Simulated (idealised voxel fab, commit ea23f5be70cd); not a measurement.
process module | voxel ribs on slabs
cross-section cut | 270 nm wide | cells 5 nm
A cross-section is a grid of square cells, given in bands from the top down. A band is one or more rows of cells.
Each band's line starts with the height of the band's top and of its bottom, in nm. Then come its materials from left to right, each with its width in nm. One material with "throughout" fills the band from edge to edge. "air" is empty space.
Height 0 is the level under which the wafer as received is all one material. The lowest band goes on downwards, as in "0 down".
A width such as "30 to 40" changes by the same amount from each row of cells to the next, from the band's top row to its bottom row.
"no change" after a step means that no cell of the cross-section changed.
closed voids: empty space of 8 cells or more with no open way to the top, each as width x height at its distance from the left edge, in nm
after a step's settings: what the simulator itself notes on the step
overlay nm, on a step with a mask: how far to the right of its planned place the mask lay; to the left if negative
plan
1 op RECEIVE | material Si
2 op DIRECTIONAL_DEP | material SiO2 | thk nm 30
3 op DIRECTIONAL_DEP | material polySi | thk nm 15
4 op MASKED_ETCH | tone cover | mask id RIB | width nm 15 | etch materials polySi | depth nm 10 | overlay nm 0
5 op PATTERN | tone cover | mask id SLAB | material resist | width nm 65 | thk nm 15 | overlay nm 0
6 op DIRECTIONAL_ETCH | etch materials polySi | depth nm 5
7 op STRIP | etch materials resist
8 op FILL_DEP | material SiO2 | thk nm 25
9 op CMP | height nm 65
10 op DIRECTIONAL_DEP | material W | thk nm 10
11 op MASKED_ETCH | tone cover | mask id HEATER | width nm 25 | etch materials W | depth nm 10 | overlay nm 0
12 op CONFORMAL_DEP | material SiO2 | thk nm 10
first wafer, as planned
as received, after step 1
  0 down: Si throughout
  closed voids: none
after step 2
  30 to 0: SiO2 throughout
  below 0: unchanged
after step 3
  45 to 30: polySi throughout
  below 30: unchanged
after step 4
  45 to 35: air 125 | polySi 15 | air 130
  below 35: unchanged
after step 5
  60 to 45: air 100 | resist 65 | air 105
  45 to 35: air 100 | resist 25 | polySi 15 | resist 25 | air 105
  below 35: unchanged
after step 6
  60 to 45: air 100 | resist 65 | air 105
  45 to 35: air 100 | resist 25 | polySi 15 | resist 25 | air 105
  35 to 30: air 100 | polySi 65 | air 105
  below 30: unchanged
after step 7
  45 to 35: air 125 | polySi 15 | air 130
  below 35: unchanged
after step 8
  70 to 45: SiO2 throughout
  45 to 35: SiO2 125 | polySi 15 | SiO2 130
  35 to 30: SiO2 100 | polySi 65 | SiO2 105
  below 30: unchanged
after step 9
  65 to 45: SiO2 throughout
  below 45: unchanged
after step 10
  75 to 65: W throughout
  below 65: unchanged
after step 11
  75 to 65: air 120 | W 25 | air 125
  below 65: unchanged
after step 12
  85 to 75: air 110 | SiO2 45 | air 115
  75 to 65: SiO2 120 | W 25 | SiO2 125
  below 65: unchanged
second wafer: like start, like plan, one mistake. Through step 1 it matches the first wafer
when step 2 should have ended
  60 to 0: SiO2 throughout
  below 0: unchanged
when step 3 should have ended
  75 to 60: polySi throughout
  below 60: unchanged
when step 4 should have ended
  75 to 65: air 125 | polySi 15 | air 130
  below 65: unchanged
when step 5 should have ended
  90 to 75: air 100 | resist 65 | air 105
  75 to 65: air 100 | resist 25 | polySi 15 | resist 25 | air 105
  below 65: unchanged
when step 6 should have ended
  90 to 75: air 100 | resist 65 | air 105
  75 to 65: air 100 | resist 25 | polySi 15 | resist 25 | air 105
  65 to 60: air 100 | polySi 65 | air 105
  below 60: unchanged
when step 7 should have ended
  75 to 65: air 125 | polySi 15 | air 130
  below 65: unchanged
when step 8 should have ended
  100 to 75: SiO2 throughout
  75 to 65: SiO2 125 | polySi 15 | SiO2 130
  65 to 60: SiO2 100 | polySi 65 | SiO2 105
  below 60: unchanged
when step 9 should have ended
  65 to 60: SiO2 100 | polySi 65 | SiO2 105
  below 60: unchanged
when step 10 should have ended
  75 to 65: W throughout
  below 65: unchanged
when step 11 should have ended
  75 to 65: air 120 | W 25 | air 125
  below 65: unchanged
when step 12 should have ended
  85 to 75: air 110 | SiO2 45 | air 115
  75 to 65: SiO2 120 | W 25 | SiO2 125
  below 65: unchanged
what went wrong: step 2 was run twice
at the end the second wafer has, in cells: 6 more of SiO2 | 6 fewer of polySi
